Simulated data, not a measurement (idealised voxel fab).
The following process module bears the name voxel released beams.
The figure presents cross-section cut, which has a width of 170 nm and is divided into square cells with an edge length of 5 nm.
This document writes a cross-section as a grid whose cells are square, and gives it as bands, listed from the top down; one or more rows of cells form a band. Each band's line starts with the height of the band's top and of its bottom, in nm. Then come its materials from left to right, each with its width in nm. One material with "edge to edge" fills the band from edge to edge. "blank" is empty space. Note: height 0 marks the level under which the wafer is uniformly one material as received. Lowest band unbounded below, written "0 -> down". A width such as "30..40" changes by the same amount from each row of cells to the next, from the band's top row to its bottom row. "remained the same" means the step left every cell of the cross-section as it was. Any empty space of 8 cells or more lacking an open way to the top shows up in "Closed internal voids" as width x height at distance, distance from the left edge, in nm. Step line, after settings: the simulator's comment on this step. overlay nm, on a step with a mask: how far to the right of its planned place the mask lay; to the left if negative.
LISTED BELOW ARE THE PROCESS STEPS AS PLANNED
step 1: RECEIVE,material Si
step 2: CONFORMAL_DEP,material SiN,thk nm 10
step 3: DIRECTIONAL_DEP,material SiO2,thk nm 10
step 4: MASKED_ETCH,tone open,mask id ANCHOR,width nm 45,etch materials SiO2,depth nm 10,overlay nm 0
step 5: CONFORMAL_DEP,material W,thk nm 15
step 6: MASKED_ETCH,tone cover,mask id BEAM,width nm 105,etch materials W,depth nm 15,overlay nm 0
step 7: STRIP,etch materials SiO2
THE CROSS-SECTION HERE SHOWS THE WAFER AS RECEIVED, I.E. IN ITS STATE AFTER STEP 1
> 0 -> down | Si edge to edge
> Closed internal voids: none
STARTING STRUCTURE AND PROCESS PLAN ARE AS SHOWN ABOVE, BUT ONE MISTAKE WAS MADE IN RUNNING THE MODULE; THE WAFER CROSS-SECTION AT THE END OF THE MODULE FOLLOWS
> 35 -> 25 | SiN=50; blank=15; SiN=105
> 25 -> 20 | SiN edge to edge
> 20 -> 10 | SiO2=35; SiN=45; SiO2=90
> 10 -> 0 | SiN edge to edge
> 0 -> down | Si edge to edge
> Closed internal voids: none
It is concluded that the wafer was processed incorrectly with respect to the plan, in that step 5 deviated from plan and actually ran as CONFORMAL_DEP,material SiN,thk nm 15
